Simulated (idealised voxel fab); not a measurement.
The name of this process module is voxel self aligned vias.
Section shown: cut. Width: 275 nm. Cell size: 5 nm, square.
A cross-section is written here as square cells arranged in a grid, and it is given in bands from the top down, each band taking up one or more rows of cells. Heads up on the band format: heights come first, top then bottom, in nm. After that it's the materials left to right, each with its width in nm. A single material flagged "full width" fills the whole band edge to edge, and "air" means there's empty space there. Height is counted from the level 0, under which the received wafer is composed throughout of one material. The lowest of the bands is not closed at the bottom but continues downward, in the notation "0 nm and below". Width: "30..40" (first number = top row, second number = bottom row, same change from row to row of cells). "nothing was modified" after a step means that no cell of the cross-section changed. "Enclosed empty spaces" contains a list of empty spaces, each no smaller than 8 cells and without an open way to the top, written in the form width x height at distance with the distance from the left edge and all three in nm. That trailing text on a step's line, after the settings, is the simulator's own remark on the step. overlay nm: on a step with a mask, how far right of its planned place the mask lay; negative means left.

These are the steps we planned for the process
- 1: RECEIVE with material Si
- 2: CONFORMAL_DEP with material SiO2, thk nm 15
- 3: CONFORMAL_DEP with material SiCN, thk nm 5
- 4: DIRECTIONAL_DEP with material SiO2, thk nm 20
- 5: PATTERN with tone open, mask id LINES, material resist, width nm 20, pitch nm 70, thk nm 15, overlay nm 0
- 6: DIRECTIONAL_ETCH with etch materials SiO2, depth nm 20
- 7: STRIP with etch materials resist
- 8: CONFORMAL_DEP with material TiN, thk nm 5
- 9: FILL_DEP with material W, thk nm 5
- 10: CMP with height nm 40
- 11: SELECTIVE_ETCH with etch materials W Ru TiN, depth nm 5
- 12: FILL_DEP with material SiN, thk nm 5
- 13: CMP with height nm 40
- 14: DIRECTIONAL_DEP with material SiO2, thk nm 15
- 15: PATTERN with tone open, mask id VIAS, material resist, width nm 40, pitch nm 140, thk nm 15, overlay nm 0
- 16: DIRECTIONAL_ETCH with etch materials SiO2, depth nm 15
- 17: DIRECTIONAL_ETCH with etch materials SiN, depth nm 5
- 18: STRIP with etch materials resist
- 19: CONFORMAL_DEP with material TiN, thk nm 5
- 20: FILL_DEP with material Cu, thk nm 10
- 21: CMP with height nm 55
- 22: CONFORMAL_DEP with material SiN, thk nm 5

Wafer at receipt (post step 1), cross-section
	0 nm and below: Si full width
	Enclosed empty spaces: none

Cross-section, end of module. Start: as above. Plan: as above. Execution: one mistake
	60 nm to 55 nm: SiN full width
	55 nm to 45 nm: SiO2 (45) / TiN (5) / Cu (30) / TiN (5) / SiO2 (100) / TiN (5) / Cu (30) / TiN (5) / SiO2 (50)
	45 nm to 40 nm: SiO2 (45) / TiN (15) / Cu (10) / TiN (15) / SiO2 (100) / TiN (15) / Cu (10) / TiN (15) / SiO2 (50)
	40 nm to 35 nm: SiO2 (55) / TiN (20) / SiO2 (50) / SiN (20) / SiO2 (50) / TiN (20) / SiO2 (60)
	35 nm to 25 nm: SiO2 (55) / SiN (20) / SiO2 (50) / SiN (20) / SiO2 (50) / SiN (20) / SiO2 (60)
	25 nm to 20 nm: SiO2 (55) / TiN (20) / SiO2 (50) / TiN (20) / SiO2 (50) / TiN (20) / SiO2 (60)
	20 nm to 15 nm: SiCN full width
	15 nm to 0 nm: SiO2 full width
	0 nm and below: Si full width
	Enclosed empty spaces: none
So what did we get wrong on this run? step 11 deviated from plan and actually ran as SELECTIVE_ETCH with etch materials W Ru TiN, depth nm 15
